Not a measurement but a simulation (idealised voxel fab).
You're looking at the process module voxel ribs on slabs.
We display cut, a cross-section 285 nm in width whose square cells are each 5 nm.
When this document writes out a cross-section, it uses a grid of square cells and lists it as bands, beginning at the top and moving down, with a band standing for one or more rows of cells. Basically the band line says how high the top is and how high the bottom is, in nm, and then what's in it from left to right, every material with its width in nm. Empty space shows up as "air", and if a single material carries "edge to edge" it runs the full band edge to edge. Convention: height 0 is the level below which the wafer, as received, is all one material. The lowest band does not terminate at the bottom but continues downward, represented as "top 0, no bottom". The expression "30->40" gives the width at the extremes of the band, the first number at its top row of cells and the second at its bottom row, with the width changing by equal amounts from each row to the next in between. For the purposes of this document, the phrase "no change occurred" attached to a step denotes that no cell within the cross-section was modified by that step. Under "Completely enclosed voids" you'll find the enclosed gaps, the ones with no way out to the top, that are 8 cells or bigger; each reads width x height at distance, with distance counted from the left edge, everything in nm. On each step's line, the part that comes after the settings is the simulator's own comment on the step. overlay nm: right-of-plan distance of the mask on a masked step; negative values mean left-of-plan.

## These are the steps we planned for the process
1) op RECEIVE | material Si
2) op DIRECTIONAL_DEP | material SiO2 | thk nm 25
3) op DIRECTIONAL_DEP | material SiN | thk nm 15
4) op PATTERN | tone cover | mask id RIB | material resist | width nm 30 | thk nm 15 | overlay nm 0
5) op DIRECTIONAL_ETCH | etch materials SiN | depth nm 5
6) op STRIP | etch materials resist
7) op MASKED_ETCH | tone cover | mask id SLAB | width nm 70 | etch materials SiN | depth nm 5 | overlay nm 0
8) op FILL_DEP | material SiO2 | thk nm 25
9) op CMP | height nm 60
10) op DIRECTIONAL_DEP | material TiN | thk nm 10
11) op DIRECTIONAL_DEP | material aC | thk nm 10
12) op PATTERN | tone cover | mask id HEATER | material resist | width nm 40 | thk nm 30 | overlay nm 0
13) op DIRECTIONAL_ETCH | etch materials aC | depth nm 10
14) op STRIP | etch materials resist
15) op DIRECTIONAL_ETCH | etch materials TiN | depth nm 10
16) op STRIP | etch materials aC
17) op CONFORMAL_DEP | material SiN | thk nm 5
The plan shows the depth nm of step 5 as the first wafer had it; this setting differs between the wafers, which start out alike.

## Cross-section: the first of several wafers in its as-received state, i.e. following step 1
> top 0, no bottom = Si edge to edge
> Completely enclosed voids: none

## Take a look at the first of several wafers in cross-section: the module is done, and step 17 was its last step
> top 75, bottom 70 = air (115), SiN (50), air (120)
> top 70, bottom 65 = air (115), SiN (5), TiN (40), SiN (5), air (120)
> top 65, bottom 60 = SiN (120), TiN (40), SiN (125)
> top 60, bottom 40 = SiO2 edge to edge
> top 40, bottom 30 = SiO2 (125->105), SiN (30->70), SiO2 (130->110)
> top 30, bottom 25 = SiN edge to edge
> top 25, bottom 0 = SiO2 edge to edge
> top 0, no bottom = Si edge to edge
> Completely enclosed voids: none

## End of module, last wafer sectioned
> top 75, bottom 70 = air (115), SiN (50), air (120)
> top 70, bottom 65 = air (115), SiN (5), TiN (40), SiN (5), air (120)
> top 65, bottom 60 = SiN (120), TiN (40), SiN (125)
> top 60, bottom 40 = SiO2 edge to edge
> top 40, bottom 25 = SiO2 (125), SiN (30), SiO2 (130)
> top 25, bottom 0 = SiO2 edge to edge
> top 0, no bottom = Si edge to edge
> Completely enclosed voids: none

## So in this table every wafer gets its own row, and what you see is where it stands at the end of the module: for each material, how many cells it picked up (+) or gave up (-) since we received it, and after that its closed voids
depth nm 5; +138 SiN; +607 SiO2; +16 TiN; Completely enclosed voids: none
depth nm 10; +87 SiN; +658 SiO2; +16 TiN; Completely enclosed voids: none
depth nm 15; +79 SiN; +666 SiO2; +16 TiN; Completely enclosed voids: none
depth nm 20; +79 SiN; +666 SiO2; +16 TiN; Completely enclosed voids: none
depth nm 25; +79 SiN; +666 SiO2; +16 TiN; Completely enclosed voids: none
